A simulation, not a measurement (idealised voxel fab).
Documented hereafter: the process module known as voxel self aligned contacts.
Cross-sectional view cut (width: 230 nm; square cell size: 5 nm).
Cross-section layout: square cells on a grid; listed as bands, top to bottom; a band spans one or more cell rows.
First you get the band's top height and its bottom height, in nm, and then the materials it's made of, left to right, with each width in nm. If you see a single material with "full width", that one covers the band edge to edge. "air" is empty space.
Measure heights from 0. That's the level where, below it, the as-received wafer is all one material. The lowest band is bottomless and extends downward; write it as in "from 0 down".
A width such as "30 to 40" changes by the same amount from each row of cells to the next, from the band's top row to its bottom row.
"remained the same" means the step left every cell of the cross-section as it was.
Entry "Sealed void inventory". Content: empty spaces with no open connection to the top, size 8 cells or greater. Each: width x height at distance. Distance: from left edge. Unit: nm.
It should be noted that, on the line of a given step, the content following the step's settings is a remark produced by the simulator itself with respect to that step.
The line of a step may include "overlay nm". On a step with a mask, this value is how far to the right of its planned place the mask lay. A negative value means the mask lay to the left.
# plan
1,RECEIVE | material Si
2,OXIDIZE | depth nm 5
3,DIRECTIONAL_DEP | material polySi | thk nm 25
4,DIRECTIONAL_DEP | material SiN | thk nm 20
5,PATTERN | tone cover | mask id GATE | material resist | width nm 35 | pitch nm 70 | thk nm 15 | overlay nm 0
6,DIRECTIONAL_ETCH | etch materials SiN | depth nm 20
7,DIRECTIONAL_ETCH | etch materials polySi | depth nm 25
8,STRIP | etch materials resist
9,CONFORMAL_DEP | material SiN | thk nm 5
10,DIRECTIONAL_ETCH | etch materials SiN | depth nm 5
11,FILL_DEP | material SiO2 | thk nm 15
12,CMP | height nm 50
13,MASKED_ETCH | tone open | mask id CONTACT | width nm 55 | etch materials SiO2 | depth nm 55 | overlay nm 0
14,CONFORMAL_DEP | material TiN | thk nm 5
15,FILL_DEP | material Ru | thk nm 10
16,CMP | height nm 50
17,CONFORMAL_DEP | material SiCN | thk nm 5
# On the first of the two wafers: run conducted according to plan
# Wafer at receipt (post step 1), cross-section
from 0 down = Si full width
Sealed void inventory: none
# The wafer, seen in cross-section, after step 2
from 0 to -5 = SiO2 full width
Note: structure below -5 unchanged.
# The wafer, seen in cross-section, after step 3
from 25 to 0 = polySi full width
Note: structure below 0 unchanged.
# The wafer, seen in cross-section, after step 4
from 45 to 25 = SiN full width
Note: structure below 25 unchanged.
# The wafer, seen in cross-section, after step 5
from 60 to 45 = 60 nm air | 35 nm resist | 35 nm air | 35 nm resist | 65 nm air
Note: structure below 45 unchanged.
# The wafer, seen in cross-section, after step 6
from 60 to 45 = 60 nm air | 35 nm resist | 35 nm air | 35 nm resist | 65 nm air
from 45 to 25 = 60 nm air | 35 nm SiN | 35 nm air | 35 nm SiN | 65 nm air
Note: structure below 25 unchanged.
# The wafer, seen in cross-section, after step 7
from 60 to 45 = 60 nm air | 35 nm resist | 35 nm air | 35 nm resist | 65 nm air
from 45 to 25 = 60 nm air | 35 nm SiN | 35 nm air | 35 nm SiN | 65 nm air
from 25 to 0 = 60 nm air | 35 nm polySi | 35 nm air | 35 nm polySi | 65 nm air
Note: structure below 0 unchanged.
# The wafer, seen in cross-section, after step 8
from 45 to 25 = 60 nm air | 35 nm SiN | 35 nm air | 35 nm SiN | 65 nm air
Note: structure below 25 unchanged.
# The wafer, seen in cross-section, after step 9
from 50 to 25 = 55 nm air | 45 nm SiN | 25 nm air | 45 nm SiN | 60 nm air
from 25 to 5 = 55 nm air | 5 nm SiN | 35 nm polySi | 5 nm SiN | 25 nm air | 5 nm SiN | 35 nm polySi | 5 nm SiN | 60 nm air
from 5 to 0 = 60 nm SiN | 35 nm polySi | 35 nm SiN | 35 nm polySi | 65 nm SiN
Note: structure below 0 unchanged.
# The wafer, seen in cross-section, after step 10
from 45 to 25 = 55 nm air | 45 nm SiN | 25 nm air | 45 nm SiN | 60 nm air
from 25 to 0 = 55 nm air | 5 nm SiN | 35 nm polySi | 5 nm SiN | 25 nm air | 5 nm SiN | 35 nm polySi | 5 nm SiN | 60 nm air
Note: structure below 0 unchanged.
# The wafer, seen in cross-section, after step 11
from 60 to 45 = SiO2 full width
from 45 to 25 = 55 nm SiO2 | 45 nm SiN | 25 nm SiO2 | 45 nm SiN | 60 nm SiO2
from 25 to 0 = 55 nm SiO2 | 5 nm SiN | 35 nm polySi | 5 nm SiN | 25 nm SiO2 | 5 nm SiN | 35 nm polySi | 5 nm SiN | 60 nm SiO2
Note: structure below 0 unchanged.
# The wafer, seen in cross-section, after step 12
from 50 to 45 = SiO2 full width
Note: structure below 45 unchanged.
# The wafer, seen in cross-section, after step 13
from 50 to 45 = 85 nm SiO2 | 55 nm air | 90 nm SiO2
from 45 to 25 = 55 nm SiO2 | 45 nm SiN | 25 nm air | 45 nm SiN | 60 nm SiO2
from 25 to 0 = 55 nm SiO2 | 5 nm SiN | 35 nm polySi | 5 nm SiN | 25 nm air | 5 nm SiN | 35 nm polySi | 5 nm SiN | 60 nm SiO2
from 0 to -5 = 100 nm SiO2 | 25 nm air | 105 nm SiO2
Note: structure below -5 unchanged.
# The wafer, seen in cross-section, after step 14
from 55 to 50 = 90 nm TiN | 45 nm air | 95 nm TiN
from 50 to 45 = 85 nm SiO2 | 20 nm TiN | 15 nm air | 20 nm TiN | 90 nm SiO2
from 45 to 25 = 55 nm SiO2 | 45 nm SiN | 5 nm TiN | 15 nm air | 5 nm TiN | 45 nm SiN | 60 nm SiO2
from 25 to 0 = 55 nm SiO2 | 5 nm SiN | 35 nm polySi | 5 nm SiN | 5 nm TiN | 15 nm air | 5 nm TiN | 5 nm SiN | 35 nm polySi | 5 nm SiN | 60 nm SiO2
from 0 to -5 = 100 nm SiO2 | 25 nm TiN | 105 nm SiO2
Note: structure below -5 unchanged.
# The wafer, seen in cross-section, after step 15
from 65 to 55 = Ru full width
from 55 to 50 = 90 nm TiN | 45 nm Ru | 95 nm TiN
from 50 to 45 = 85 nm SiO2 | 20 nm TiN | 15 nm Ru | 20 nm TiN | 90 nm SiO2
from 45 to 25 = 55 nm SiO2 | 45 nm SiN | 5 nm TiN | 15 nm Ru | 5 nm TiN | 45 nm SiN | 60 nm SiO2
from 25 to 0 = 55 nm SiO2 | 5 nm SiN | 35 nm polySi | 5 nm SiN | 5 nm TiN | 15 nm Ru | 5 nm TiN | 5 nm SiN | 35 nm polySi | 5 nm SiN | 60 nm SiO2
Note: structure below 0 unchanged.
# The wafer, seen in cross-section, after step 16
from 50 to 45 = 85 nm SiO2 | 20 nm TiN | 15 nm Ru | 20 nm TiN | 90 nm SiO2
Note: structure below 45 unchanged.
# The wafer, seen in cross-section, after step 17
from 55 to 50 = SiCN full width
Note: structure below 50 unchanged.
# Wafer two of the pair: same origin, same plan, one error during the run; identical to wafer one up to and including step 15
# Cross-section: second wafer, time at which step 16 was scheduled to end
from 40 to 25 = 55 nm SiO2 | 45 nm SiN | 5 nm TiN | 15 nm Ru | 5 nm TiN | 45 nm SiN | 60 nm SiO2
Note: structure below 25 unchanged.
# Cross-section: second wafer, time at which step 17 was scheduled to end
from 45 to 40 = SiCN full width
Note: structure below 40 unchanged.
The mistake made against the process plan was this: step 16, actual vs plan mismatch, actual run CMP | height nm 40
Final comparison by cell count, materials where the second wafer has more or fewer than the first: -6 Ru | -18 SiN | -58 SiO2 | -10 TiN
